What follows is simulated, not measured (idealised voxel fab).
Name of the process module below: voxel gate over fins
We display cut, a cross-section 295 nm in width whose square cells are each 5 nm.
A cross-section is written here as square cells arranged in a grid, and it is given in bands from the top down, each band taking up one or more rows of cells. The entry gives the band's vertical extent as a top height and a bottom height in nm, then its horizontal make-up as materials from left to right, each with a width in nm. "empty" stands for empty space; a single material marked "throughout" fills the band edge to edge. Where do heights start? At 0: under that level the wafer as delivered is made of one material only. And the lowest band has no floor; it just carries on downward, as in "0..down". Think of "30 to 40" as a width that walks from the first number to the second as you go down the band, top row to bottom row, taking equal-sized steps from row to row. Reading "no alteration" for a step: not a cell of the cross-section changed in it. Listed in "Cavities, sealed": every empty space of 8 or more cells without an open way to the top. Form: width x height at distance, the distance being from the left edge, all in nm. That trailing text on a step's line, after the settings, is the simulator's own remark on the step. overlay nm: mask right of planned place by this much (step with mask). Neg. = left.
THIS SECTION LISTS THE PROCESS STEPS THAT WERE PLANNED
1) op RECEIVE | material Si
2) op CONFORMAL_DEP | material SiN | thk nm 5
3) op MASKED_ETCH | tone cover | mask id FINS | width nm 15 | pitch nm 40 | etch materials SiN | depth nm 5 | overlay nm 0
4) op MASKED_ETCH | tone cover | mask id FINS | width nm 15 | pitch nm 40 | etch materials Si | depth nm 35 | overlay nm 0
5) op OXIDIZE | depth nm 5
6) op FILL_DEP | material SiO2 | thk nm 15
7) op CMP | height nm 5
8) op SELECTIVE_ETCH | etch materials SiO2 | depth nm 15
9) op STRIP | etch materials SiN
10) op CONFORMAL_DEP | material HfO2 | thk nm 5
11) op CONFORMAL_DEP | material TiN | thk nm 5
12) op CONFORMAL_DEP | material TiAl | thk nm 5
13) op CONFORMAL_DEP | material TiN | thk nm 5
14) op FILL_DEP | material W | thk nm 15
15) op CMP | height nm 30
16) op CONFORMAL_DEP | material SiN | thk nm 10
THE FIRST OF A SET OF TWO WAFERS, RUN TO PLAN
INCOMING WAFER IN CROSS-SECTION (STATE: AFTER STEP 1)
* 0..down = Si throughout
* Cavities, sealed: none
CROSS-SECTIONAL REPRESENTATION OF THE WAFER AT THE CONCLUSION OF STEP 2
* 5..0 = SiN throughout
* Unchanged below 0.
CROSS-SECTIONAL REPRESENTATION OF THE WAFER AT THE CONCLUSION OF STEP 3
* 5..0 = 120 nm empty, then 15 nm SiN, then 25 nm empty, then 15 nm SiN, then 120 nm empty
* Unchanged below 0.
CROSS-SECTIONAL REPRESENTATION OF THE WAFER AT THE CONCLUSION OF STEP 4
* 5..0 = 120 nm empty, then 15 nm SiN, then 25 nm empty, then 15 nm SiN, then 120 nm empty
* 0..-35 = 120 nm empty, then 15 nm Si, then 25 nm empty, then 15 nm Si, then 120 nm empty
* Unchanged below -35.
CROSS-SECTIONAL REPRESENTATION OF THE WAFER AT THE CONCLUSION OF STEP 5
* 5..0 = 120 nm empty, then 15 nm SiN, then 25 nm empty, then 15 nm SiN, then 120 nm empty
* 0..-35 = 120 nm empty, then 5 nm SiO2, then 5 nm Si, then 5 nm SiO2, then 25 nm empty, then 5 nm SiO2, then 5 nm Si, then 5 nm SiO2, then 120 nm empty
* -35..-40 = 125 nm SiO2, then 5 nm Si, then 35 nm SiO2, then 5 nm Si, then 125 nm SiO2
* Unchanged below -40.
CROSS-SECTIONAL REPRESENTATION OF THE WAFER AT THE CONCLUSION OF STEP 6
* 20..5 = SiO2 throughout
* 5..0 = 120 nm SiO2, then 15 nm SiN, then 25 nm SiO2, then 15 nm SiN, then 120 nm SiO2
* 0..-40 = 125 nm SiO2, then 5 nm Si, then 35 nm SiO2, then 5 nm Si, then 125 nm SiO2
* Unchanged below -40.
CROSS-SECTIONAL REPRESENTATION OF THE WAFER AT THE CONCLUSION OF STEP 7
* 5..0 = 120 nm SiO2, then 15 nm SiN, then 25 nm SiO2, then 15 nm SiN, then 120 nm SiO2
* Unchanged below 0.
CROSS-SECTIONAL REPRESENTATION OF THE WAFER AT THE CONCLUSION OF STEP 8
* 5..0 = 120 nm empty, then 15 nm SiN, then 25 nm empty, then 15 nm SiN, then 120 nm empty
* 0..-10 = 125 nm empty, then 5 nm Si, then 35 nm empty, then 5 nm Si, then 125 nm empty
* Unchanged below -10.
CROSS-SECTIONAL REPRESENTATION OF THE WAFER AT THE CONCLUSION OF STEP 9
* 0..-10 = 125 nm empty, then 5 nm Si, then 35 nm empty, then 5 nm Si, then 125 nm empty
* Unchanged below -10.
CROSS-SECTIONAL REPRESENTATION OF THE WAFER AT THE CONCLUSION OF STEP 10
* 5..0 = 120 nm empty, then 15 nm HfO2, then 25 nm empty, then 15 nm HfO2, then 120 nm empty
* 0..-5 = 120 nm empty, then 5 nm HfO2, then 5 nm Si, then 5 nm HfO2, then 25 nm empty, then 5 nm HfO2, then 5 nm Si, then 5 nm HfO2, then 120 nm empty
* -5..-10 = 125 nm HfO2, then 5 nm Si, then 35 nm HfO2, then 5 nm Si, then 125 nm HfO2
* Unchanged below -10.
CROSS-SECTIONAL REPRESENTATION OF THE WAFER AT THE CONCLUSION OF STEP 11
* 10..5 = 115 nm empty, then 25 nm TiN, then 15 nm empty, then 25 nm TiN, then 115 nm empty
* 5..0 = 115 nm empty, then 5 nm TiN, then 15 nm HfO2, then 5 nm TiN, then 15 nm empty, then 5 nm TiN, then 15 nm HfO2, then 5 nm TiN, then 115 nm empty
* 0..-5 = 120 nm TiN, then 5 nm HfO2, then 5 nm Si, then 5 nm HfO2, then 25 nm TiN, then 5 nm HfO2, then 5 nm Si, then 5 nm HfO2, then 120 nm TiN
* Unchanged below -5.
CROSS-SECTIONAL REPRESENTATION OF THE WAFER AT THE CONCLUSION OF STEP 12
* 15..10 = 110 nm empty, then 35 nm TiAl, then 5 nm empty, then 35 nm TiAl, then 110 nm empty
* 10..5 = 110 nm empty, then 5 nm TiAl, then 25 nm TiN, then 5 nm TiAl, then 5 nm empty, then 5 nm TiAl, then 25 nm TiN, then 5 nm TiAl, then 110 nm empty
* 5..0 = 115 nm TiAl, then 5 nm TiN, then 15 nm HfO2, then 5 nm TiN, then 15 nm TiAl, then 5 nm TiN, then 15 nm HfO2, then 5 nm TiN, then 115 nm TiAl
* Unchanged below 0.
CROSS-SECTIONAL REPRESENTATION OF THE WAFER AT THE CONCLUSION OF STEP 13
* 20..15 = 105 nm empty, then 85 nm TiN, then 105 nm empty
* 15..10 = 105 nm empty, then 5 nm TiN, then 35 nm TiAl, then 5 nm TiN, then 35 nm TiAl, then 5 nm TiN, then 105 nm empty
* 10..5 = 110 nm TiN, then 5 nm TiAl, then 25 nm TiN, then 5 nm TiAl, then 5 nm TiN, then 5 nm TiAl, then 25 nm TiN, then 5 nm TiAl, then 110 nm TiN
* Unchanged below 5.
CROSS-SECTIONAL REPRESENTATION OF THE WAFER AT THE CONCLUSION OF STEP 14
* 35..20 = W throughout
* 20..15 = 105 nm W, then 85 nm TiN, then 105 nm W
* 15..10 = 105 nm W, then 5 nm TiN, then 35 nm TiAl, then 5 nm TiN, then 35 nm TiAl, then 5 nm TiN, then 105 nm W
* Unchanged below 10.
CROSS-SECTIONAL REPRESENTATION OF THE WAFER AT THE CONCLUSION OF STEP 15
* 30..20 = W throughout
* Unchanged below 20.
CROSS-SECTIONAL REPRESENTATION OF THE WAFER AT THE CONCLUSION OF STEP 16
* 40..30 = SiN throughout
* Unchanged below 30.
THE SECOND WAFER BEGAN EXACTLY AS THE FIRST DID AND FOLLOWED THE SAME PLAN, BUT ONE MISTAKE WAS MADE WHILE RUNNING IT; THROUGH STEP 10 INCLUSIVE, THE TWO WAFERS ARE IDENTICAL
Second wafer: cross-section at the scheduled end of step 11: no alteration
SECOND WAFER: CROSS-SECTION AT THE SCHEDULED END OF STEP 12
* 10..5 = 115 nm empty, then 25 nm TiAl, then 15 nm empty, then 25 nm TiAl, then 115 nm empty
* 5..0 = 115 nm empty, then 5 nm TiAl, then 15 nm HfO2, then 5 nm TiAl, then 15 nm empty, then 5 nm TiAl, then 15 nm HfO2, then 5 nm TiAl, then 115 nm empty
* 0..-5 = 120 nm TiAl, then 5 nm HfO2, then 5 nm Si, then 5 nm HfO2, then 25 nm TiAl, then 5 nm HfO2, then 5 nm Si, then 5 nm HfO2, then 120 nm TiAl
* Unchanged below -5.
SECOND WAFER: CROSS-SECTION AT THE SCHEDULED END OF STEP 13
* 15..10 = 110 nm empty, then 35 nm TiN, then 5 nm empty, then 35 nm TiN, then 110 nm empty
* 10..5 = 110 nm empty, then 5 nm TiN, then 25 nm TiAl, then 5 nm TiN, then 5 nm empty, then 5 nm TiN, then 25 nm TiAl, then 5 nm TiN, then 110 nm empty
* 5..0 = 115 nm TiN, then 5 nm TiAl, then 15 nm HfO2, then 5 nm TiAl, then 15 nm TiN, then 5 nm TiAl, then 15 nm HfO2, then 5 nm TiAl, then 115 nm TiN
* Unchanged below 0.
SECOND WAFER: CROSS-SECTION AT THE SCHEDULED END OF STEP 14
* 30..15 = W throughout
* 15..10 = 110 nm W, then 35 nm TiN, then 5 nm W, then 35 nm TiN, then 110 nm W
* 10..5 = 110 nm W, then 5 nm TiN, then 25 nm TiAl, then 5 nm TiN, then 5 nm W, then 5 nm TiN, then 25 nm TiAl, then 5 nm TiN, then 110 nm W
* Unchanged below 5.
Second wafer: cross-section at the scheduled end of step 15: no alteration
SECOND WAFER: CROSS-SECTION AT THE SCHEDULED END OF STEP 16
* 40..30 = SiN throughout
* Unchanged below 30.
Run error: no execution of plan step 11; skipped
Final cells, second wafer relative to first, materials higher or lower: 65 fewer of TiN, 65 more of W
